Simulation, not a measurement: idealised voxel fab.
process module | voxel tone inversion
cross-section cut | 300 nm wide | cells 5 nm
A cross-section is a grid of square cells, given in bands from the top down. A band is one or more rows of cells.
Each band's line starts with the height of the band's top and of its bottom, in nm. Then come its materials from left to right, each with its width in nm. One material with "throughout" fills the band from edge to edge. "air" is empty space.
Height 0 is the level under which the wafer as received is all one material. The lowest band goes on downwards, as in "0 down".
A width such as "30 to 40" changes by the same amount from each row of cells to the next, from the band's top row to its bottom row.
"no change" after a step means that no cell of the cross-section changed.
closed voids: empty space of 8 cells or more with no open way to the top, each as width x height at its distance from the left edge, in nm
after a step's settings: what the simulator itself notes on the step
overlay nm, on a step with a mask: how far to the right of its planned place the mask lay; to the left if negative
plan
1 op RECEIVE | material Si
2 op CONFORMAL_DEP | material SiCN | thk nm 5
3 op DIRECTIONAL_DEP | material polySi | thk nm 15
4 op PATTERN | tone cover | mask id POSTS | material resist | width nm 20 | pitch nm 40 | thk nm 25 | overlay nm 0
5 op DIRECTIONAL_ETCH | etch materials polySi | depth nm 15
6 op STRIP | etch materials resist
7 op FILL_DEP | material SiO2 | thk nm 5
8 op CMP | height nm 20
9 op STRIP | etch materials polySi
as received, after step 1
  0 down: Si throughout
  closed voids: none
a wafer at the end: this start, this plan, one mistake
  20 to 5: SiO2 120 | air 25 | SiO2 15 | air 25 | SiO2 115
  5 to 0: SiCN throughout
  0 down: Si throughout
  closed voids: none
what went wrong: step 4 ran as: op PATTERN | tone cover | mask id POSTS | material resist | width nm 25 | pitch nm 40 | thk nm 25 | overlay nm 0
